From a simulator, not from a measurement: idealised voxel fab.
process module | voxel spacer lines
cross-section cut | 200 nm wide | cells 5 nm
A cross-section is a grid of square cells, given in bands from the top down. A band is one or more rows of cells.
Each band's line starts with the height of the band's top and of its bottom, in nm. Then come its materials from left to right, each with its width in nm. One material with "throughout" fills the band from edge to edge. "air" is empty space.
Height 0 is the level under which the wafer as received is all one material. The lowest band goes on downwards, as in "0 down".
A width such as "30 to 40" changes by the same amount from each row of cells to the next, from the band's top row to its bottom row.
"no change" after a step means that no cell of the cross-section changed.
closed voids: empty space of 8 cells or more with no open way to the top, each as width x height at its distance from the left edge, in nm
after a step's settings: what the simulator itself notes on the step
overlay nm, on a step with a mask: how far to the right of its planned place the mask lay; to the left if negative
plan
1 op RECEIVE | material Si
2 op CONFORMAL_DEP | material Al2O3 | thk nm 5
3 op DIRECTIONAL_DEP | material SiN | thk nm 15
4 op DIRECTIONAL_DEP | material polySi | thk nm 30
5 op PATTERN | tone cover | mask id MANDREL | material resist | width nm 25 | pitch nm 70 | thk nm 40 | overlay nm 0
6 op DIRECTIONAL_ETCH | etch materials polySi | depth nm 30
7 op STRIP | etch materials resist
8 op CONFORMAL_DEP | material SiO2 | thk nm 10
9 op DIRECTIONAL_ETCH | etch materials SiO2 | depth nm 10
10 op STRIP | etch materials polySi
11 op DIRECTIONAL_ETCH | etch materials SiN | depth nm 15
12 op STRIP | etch materials SiO2
first wafer, as planned
as received, after step 1
  0 down: Si throughout
  closed voids: none
after step 2
  5 to 0: Al2O3 throughout
  below 0: unchanged
after step 3
  20 to 5: SiN throughout
  below 5: unchanged
after step 4
  50 to 20: polySi throughout
  below 20: unchanged
after step 5
  90 to 50: air 15 | resist 25 | air 45 | resist 25 | air 45 | resist 25 | air 20
  below 50: unchanged
after step 6
  90 to 50: air 15 | resist 25 | air 45 | resist 25 | air 45 | resist 25 | air 20
  50 to 20: air 15 | polySi 25 | air 45 | polySi 25 | air 45 | polySi 25 | air 20
  below 20: unchanged
after step 7
  50 to 20: air 15 | polySi 25 | air 45 | polySi 25 | air 45 | polySi 25 | air 20
  below 20: unchanged
after step 8
  60 to 50: air 5 | SiO2 45 | air 25 | SiO2 45 | air 25 | SiO2 45 | air 10
  50 to 30: air 5 | SiO2 10 | polySi 25 | SiO2 10 | air 25 | SiO2 10 | polySi 25 | SiO2 10 | air 25 | SiO2 10 | polySi 25 | SiO2 10 | air 10
  30 to 20: SiO2 15 | polySi 25 | SiO2 45 | polySi 25 | SiO2 45 | polySi 25 | SiO2 20
  below 20: unchanged
after step 9
  50 to 20: air 5 | SiO2 10 | polySi 25 | SiO2 10 | air 25 | SiO2 10 | polySi 25 | SiO2 10 | air 25 | SiO2 10 | polySi 25 | SiO2 10 | air 10
  below 20: unchanged
after step 10
  50 to 20: air 5 | SiO2 10 | air 25 | SiO2 10 | air 25 | SiO2 10 | air 25 | SiO2 10 | air 25 | SiO2 10 | air 25 | SiO2 10 | air 10
  below 20: unchanged
after step 11
  50 to 20: air 5 | SiO2 10 | air 25 | SiO2 10 | air 25 | SiO2 10 | air 25 | SiO2 10 | air 25 | SiO2 10 | air 25 | SiO2 10 | air 10
  20 to 5: air 5 | SiN 10 | air 25 | SiN 10 | air 25 | SiN 10 | air 25 | SiN 10 | air 25 | SiN 10 | air 25 | SiN 10 | air 10
  below 5: unchanged
after step 12
  20 to 5: air 5 | SiN 10 | air 25 | SiN 10 | air 25 | SiN 10 | air 25 | SiN 10 | air 25 | SiN 10 | air 25 | SiN 10 | air 10
  below 5: unchanged
second wafer: like start, like plan, one mistake. Through step 4 it matches the first wafer
when step 5 should have ended
  90 to 50: air 20 | resist 20 | air 50 | resist 20 | air 50 | resist 20 | air 20
  below 50: unchanged
when step 6 should have ended
  90 to 50: air 20 | resist 20 | air 50 | resist 20 | air 50 | resist 20 | air 20
  50 to 20: air 20 | polySi 20 | air 50 | polySi 20 | air 50 | polySi 20 | air 20
  below 20: unchanged
when step 7 should have ended
  50 to 20: air 20 | polySi 20 | air 50 | polySi 20 | air 50 | polySi 20 | air 20
  below 20: unchanged
when step 8 should have ended
  60 to 50: air 10 | SiO2 40 | air 30 | SiO2 40 | air 30 | SiO2 40 | air 10
  50 to 30: air 10 | SiO2 10 | polySi 20 | SiO2 10 | air 30 | SiO2 10 | polySi 20 | SiO2 10 | air 30 | SiO2 10 | polySi 20 | SiO2 10 | air 10
  30 to 20: SiO2 20 | polySi 20 | SiO2 50 | polySi 20 | SiO2 50 | polySi 20 | SiO2 20
  below 20: unchanged
when step 9 should have ended
  50 to 20: air 10 | SiO2 10 | polySi 20 | SiO2 10 | air 30 | SiO2 10 | polySi 20 | SiO2 10 | air 30 | SiO2 10 | polySi 20 | SiO2 10 | air 10
  below 20: unchanged
when step 10 should have ended
  50 to 20: air 10 | SiO2 10 | air 20 | SiO2 10 | air 30 | SiO2 10 | air 20 | SiO2 10 | air 30 | SiO2 10 | air 20 | SiO2 10 | air 10
  below 20: unchanged
when step 11 should have ended
  50 to 20: air 10 | SiO2 10 | air 20 | SiO2 10 | air 30 | SiO2 10 | air 20 | SiO2 10 | air 30 | SiO2 10 | air 20 | SiO2 10 | air 10
  20 to 5: air 10 | SiN 10 | air 20 | SiN 10 | air 30 | SiN 10 | air 20 | SiN 10 | air 30 | SiN 10 | air 20 | SiN 10 | air 10
  below 5: unchanged
when step 12 should have ended
  20 to 5: air 10 | SiN 10 | air 20 | SiN 10 | air 30 | SiN 10 | air 20 | SiN 10 | air 30 | SiN 10 | air 20 | SiN 10 | air 10
  below 5: unchanged
what went wrong: step 5 ran as: op PATTERN | tone cover | mask id MANDREL | material resist | width nm 20 | pitch nm 70 | thk nm 40 | overlay nm 0
at the end the second wafer has, in cells: as many of each material as the first, in other places
